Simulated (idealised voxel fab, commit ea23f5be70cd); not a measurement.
process module | voxel transistor to metal
cross-section cut | 205 nm wide | cells 5 nm
A cross-section is a grid of square cells, given in bands from the top down. A band is one or more rows of cells.
Each band's line starts with the height of the band's top and of its bottom, in nm. Then come its materials from left to right, each with its width in nm. One material with "throughout" fills the band from edge to edge. "air" is empty space.
Height 0 is the level under which the wafer as received is all one material. The lowest band goes on downwards, as in "0 down".
A width such as "30 to 40" changes by the same amount from each row of cells to the next, from the band's top row to its bottom row.
"no change" after a step means that no cell of the cross-section changed.
closed voids: empty space of 8 cells or more with no open way to the top, each as width x height at its distance from the left edge, in nm
after a step's settings: what the simulator itself notes on the step
overlay nm, on a step with a mask: how far to the right of its planned place the mask lay; to the left if negative
plan
1 op RECEIVE | material Si
2 op CONFORMAL_DEP | material SiO2 | thk nm 5
3 op CONFORMAL_DEP | material SiN | thk nm 15
4 op PATTERN | tone cover | mask id ACTIVE | material resist | width nm 115 | thk nm 15 | overlay nm 0
5 op DIRECTIONAL_ETCH | etch materials SiN | depth nm 15
6 op DIRECTIONAL_ETCH | etch materials SiO2 | depth nm 5
7 op DIRECTIONAL_ETCH | etch materials Si | depth nm 35
8 op STRIP | etch materials resist
9 op OXIDIZE | depth nm 5
10 op FILL_DEP | material SiO2 | thk nm 5
11 op CMP | height nm 20
12 op SELECTIVE_ETCH | etch materials SiO2 | depth nm 10
13 op STRIP | etch materials SiN
14 op SELECTIVE_ETCH | etch materials SiO2 | depth nm 5
15 op OXIDIZE | depth nm 5
16 op DIRECTIONAL_DEP | material polySi | thk nm 20
17 op DIRECTIONAL_DEP | material SiCN | thk nm 15
18 op PATTERN | tone cover | mask id GATE | material resist | width nm 35 | thk nm 15 | overlay nm 0
19 op DIRECTIONAL_ETCH | etch materials SiCN | depth nm 25
20 op DIRECTIONAL_ETCH | etch materials polySi | depth nm 30
21 op STRIP | etch materials resist
22 op CONFORMAL_DEP | material SiN | thk nm 5
23 op DIRECTIONAL_ETCH | etch materials SiN | depth nm 5
24 op DIRECTIONAL_ETCH | etch materials SiO2 | depth nm 5
25 op DIRECTIONAL_ETCH | etch materials Si | depth nm 5
26 op EPI | material nSi | thk nm 10
27 op FILL_DEP | material SiO2 | thk nm 10
28 op CMP | height nm 20
29 op STRIP | etch materials polySi
30 op SELECTIVE_ETCH | etch materials SiO2 | depth nm 5
31 op CONFORMAL_DEP | material HfO2 | thk nm 5
32 op CONFORMAL_DEP | material TiN | thk nm 5
33 op FILL_DEP | material W | thk nm 5
34 op CMP | height nm 15
35 op DIRECTIONAL_DEP | material SiO2 | thk nm 10
36 op MASKED_ETCH | tone open | mask id CONTACT | width nm 20 | pitch nm 85 | etch materials SiO2 | depth nm 25 | overlay nm 0
37 op CONFORMAL_DEP | material TiN | thk nm 5
38 op FILL_DEP | material Ru | thk nm 5
39 op CMP | height nm 25
40 op CONFORMAL_DEP | material SiCN | thk nm 5
41 op DIRECTIONAL_DEP | material lowk | thk nm 25
42 op MASKED_ETCH | tone open | mask id METAL_1 | width nm 20 | pitch nm 85 | etch materials lowk | depth nm 25 | overlay nm 0
43 op MASKED_ETCH | tone open | mask id METAL_1 | width nm 20 | pitch nm 85 | etch materials SiCN | depth nm 5 | overlay nm 0
44 op CONFORMAL_DEP | material TiN | thk nm 5
45 op FILL_DEP | material Cu | thk nm 5
46 op CMP | height nm 55
47 op CONFORMAL_DEP | material SiCN | thk nm 5
48 op DIRECTIONAL_DEP | material lowk | thk nm 30
49 op DIRECTIONAL_DEP | material aC | thk nm 10
50 op PATTERN | tone open | mask id METAL_2_HOLES | material resist | width nm 15 | pitch nm 85 | thk nm 25 | overlay nm 0
51 op DIRECTIONAL_ETCH | etch materials aC | depth nm 10
52 op STRIP | etch materials resist
53 op DIRECTIONAL_ETCH | etch materials lowk | depth nm 30
54 op STRIP | etch materials aC
55 op DIRECTIONAL_DEP | material aC | thk nm 10
56 op PATTERN | tone open | mask id METAL_2 | material resist | width nm 20 | pitch nm 85 | thk nm 25 | overlay nm 0
57 op DIRECTIONAL_ETCH | etch materials aC | depth nm 10
58 op STRIP | etch materials resist
59 op DIRECTIONAL_ETCH | etch materials lowk | depth nm 15
60 op DIRECTIONAL_ETCH | etch materials SiCN | depth nm 5
61 op STRIP | etch materials aC
62 op CONFORMAL_DEP | material TiN | thk nm 5
63 op FILL_DEP | material Cu | thk nm 5
64 op CMP | height nm 90
65 op CONFORMAL_DEP | material SiN | thk nm 5
as received, after step 1
  0 down: Si throughout
  closed voids: none
a wafer at the end: this start, this plan, one mistake
  95 to 90: SiN throughout
  90 to 80: lowk 50 | TiN 5 | Cu 15 | TiN 5 | lowk 60 | TiN 5 | Cu 15 | TiN 5 | lowk 45
  80 to 75: lowk 50 | TiN 5 | Cu 5 | TiN 15 | lowk 60 | TiN 5 | Cu 5 | TiN 15 | lowk 45
  75 to 60: lowk 50 | TiN 5 | Cu 5 | TiN 5 | lowk 70 | TiN 5 | Cu 5 | TiN 5 | lowk 55
  60 to 55: SiCN 50 | TiN 15 | SiCN 70 | TiN 15 | SiCN 55
  55 to 30: lowk 50 | TiN 5 | Cu 10 | TiN 5 | lowk 65 | TiN 5 | Cu 10 | TiN 5 | lowk 50
  30 to 25: SiCN 50 | TiN 20 | SiCN 65 | TiN 20 | SiCN 50
  25 to 15: SiO2 50 | TiN 5 | Ru 10 | TiN 5 | SiO2 65 | TiN 5 | Ru 10 | TiN 5 | SiO2 50
  15 to 5: SiO2 50 | TiN 5 | Ru 10 | TiN 5 | SiO2 10 | SiN 5 | HfO2 5 | TiN 5 | W 15 | TiN 5 | HfO2 5 | SiN 5 | SiO2 10 | TiN 5 | Ru 10 | TiN 5 | SiO2 50
  5 to 0: SiO2 40 | SiN 5 | SiO2 5 | TiN 20 | nSi 10 | SiN 5 | HfO2 5 | TiN 25 | HfO2 5 | SiN 5 | nSi 10 | TiN 20 | SiO2 5 | SiN 5 | SiO2 40
  0 to -5: SiO2 45 | nSi 35 | HfO2 45 | nSi 35 | SiO2 45
  -5 to -10: SiO2 50 | nSi 30 | Si 45 | nSi 30 | SiO2 50
  -10 to -40: SiO2 50 | Si 105 | SiO2 50
  -40 down: Si throughout
  closed voids: none
what went wrong: step 56 ran as: op PATTERN | tone open | mask id METAL_2 | material resist | width nm 25 | pitch nm 85 | thk nm 25 | overlay nm 0
